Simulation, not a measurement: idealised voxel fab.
Herein follows the process module entitled voxel wiring stack.
Shown is cross-section cut, with a width of 195 nm and square cells of size 5 nm.
A cross-section is a grid of square cells, given in bands from the top down. A band is one or more rows of cells.
This entry defines a band. It first specifies the height of the band's top and the height of its bottom in nm, and then specifies the band's materials from left to right, stating each material with its width in nm. The word "edge to edge" identifies a single material that fills the band from edge to edge, while the word "blank" identifies empty space.
Heights are expressed relative to 0, this being the level below which the as-received wafer comprises one material exclusively. The lowest band is unbounded in the downward direction and is denoted as in "from 0 down".
Quick explanation for "30->40": the width changes in equal steps down the rows of cells, from the first number in the band's top row to the second number in its bottom row.
"stayed the same" for a step: no cell of the cross-section changed in that step.
So "Closed void entries" is basically the list of trapped voids: any empty space of 8 cells or more that can't reach the top through an opening. They're written width x height at distance, the distance being from the left edge, and it's all nm.
Heads up: the bit after the settings on a step's line is the simulator's remark on that step.
overlay nm: mask right of planned place by this much (step with mask). Neg. = left.
## List of planned process steps
1. RECEIVE, material Si
2. CONFORMAL_DEP, material SiO2, thk nm 10
3. DIRECTIONAL_DEP, material TiN, thk nm 5
4. DIRECTIONAL_DEP, material W, thk nm 20
5. DIRECTIONAL_DEP, material aC, thk nm 10
6. PATTERN, tone cover, mask id METAL_1, material resist, width nm 25, pitch nm 50, thk nm 25, overlay nm 0
7. DIRECTIONAL_ETCH, etch materials aC, depth nm 10
8. STRIP, etch materials resist
9. DIRECTIONAL_ETCH, etch materials W, depth nm 20
10. DIRECTIONAL_ETCH, etch materials TiN, depth nm 5
11. STRIP, etch materials aC
12. FILL_DEP, material lowk, thk nm 5
13. CMP, height nm 35
14. CONFORMAL_DEP, material SiCN, thk nm 5
15. DIRECTIONAL_DEP, material lowk, thk nm 10
16. MASKED_ETCH, tone open, mask id PLUG_1, width nm 15, etch materials lowk, depth nm 10, overlay nm 0
17. MASKED_ETCH, tone open, mask id PLUG_1, width nm 15, etch materials SiCN, depth nm 5, overlay nm 0
18. CONFORMAL_DEP, material TiN, thk nm 5
19. FILL_DEP, material W, thk nm 5
20. CMP, height nm 50
21. DIRECTIONAL_DEP, material TiN, thk nm 5
22. DIRECTIONAL_DEP, material W, thk nm 20
23. PATTERN, tone cover, mask id METAL_2, material resist, width nm 25, pitch nm 50, thk nm 15, overlay nm 0
24. DIRECTIONAL_ETCH, etch materials W, depth nm 20
25. DIRECTIONAL_ETCH, etch materials TiN, depth nm 5
26. STRIP, etch materials resist
27. CONFORMAL_DEP, material SiCN, thk nm 5
28. FILL_DEP, material lowk, thk nm 10
29. CMP, height nm 75
30. CONFORMAL_DEP, material SiN, thk nm 5
## Incoming wafer in cross-section (state: after step 1)
* from 0 down | Si edge to edge
* Closed void entries: none
## Cross-sectional view of the first of the two wafers upon completion of the module, processed in accordance with the plan
* from 80 to 75 | SiN edge to edge
* from 75 to 55 | 55 lowk, then 5 SiCN, then 25 W, then 5 SiCN, then 15 lowk, then 5 SiCN, then 25 W, then 5 SiCN, then 55 lowk
* from 55 to 50 | 60 SiCN, then 25 TiN, then 25 SiCN, then 25 TiN, then 60 SiCN
* from 50 to 40 | 60 lowk, then 5 TiN, then 5 W, then 5 TiN, then 120 lowk
* from 40 to 35 | 60 SiCN, then 15 TiN, then 120 SiCN
* from 35 to 15 | 60 lowk, then 25 W, then 25 lowk, then 25 W, then 60 lowk
* from 15 to 10 | 60 lowk, then 25 TiN, then 25 lowk, then 25 TiN, then 60 lowk
* from 10 to 0 | SiO2 edge to edge
* from 0 down | Si edge to edge
* Closed void entries: none
## Wafer two cross-section, module end. Start and plan unchanged from wafer one; one mistake made during the run
* from 95 to 90 | SiN edge to edge
* from 90 to 80 | lowk edge to edge
* from 80 to 75 | 55 lowk, then 35 SiCN, then 15 lowk, then 35 SiCN, then 55 lowk
* from 75 to 55 | 55 lowk, then 5 SiCN, then 25 W, then 5 SiCN, then 15 lowk, then 5 SiCN, then 25 W, then 5 SiCN, then 55 lowk
* from 55 to 50 | 60 SiCN, then 25 TiN, then 25 SiCN, then 25 TiN, then 60 SiCN
* from 50 to 40 | 60 lowk, then 5 TiN, then 5 W, then 5 TiN, then 120 lowk
* from 40 to 35 | 60 SiCN, then 15 TiN, then 120 SiCN
* from 35 to 15 | 60 lowk, then 25 W, then 25 lowk, then 25 W, then 60 lowk
* from 15 to 10 | 60 lowk, then 25 TiN, then 25 lowk, then 25 TiN, then 60 lowk
* from 10 to 0 | SiO2 edge to edge
* from 0 down | Si edge to edge
* Closed void entries: none
Error vs. plan: with respect to the plan, step 29 was omitted and not executed
Cell-count delta at end, second wafer over first, by material: SiCN: 14 more; lowk: 103 more
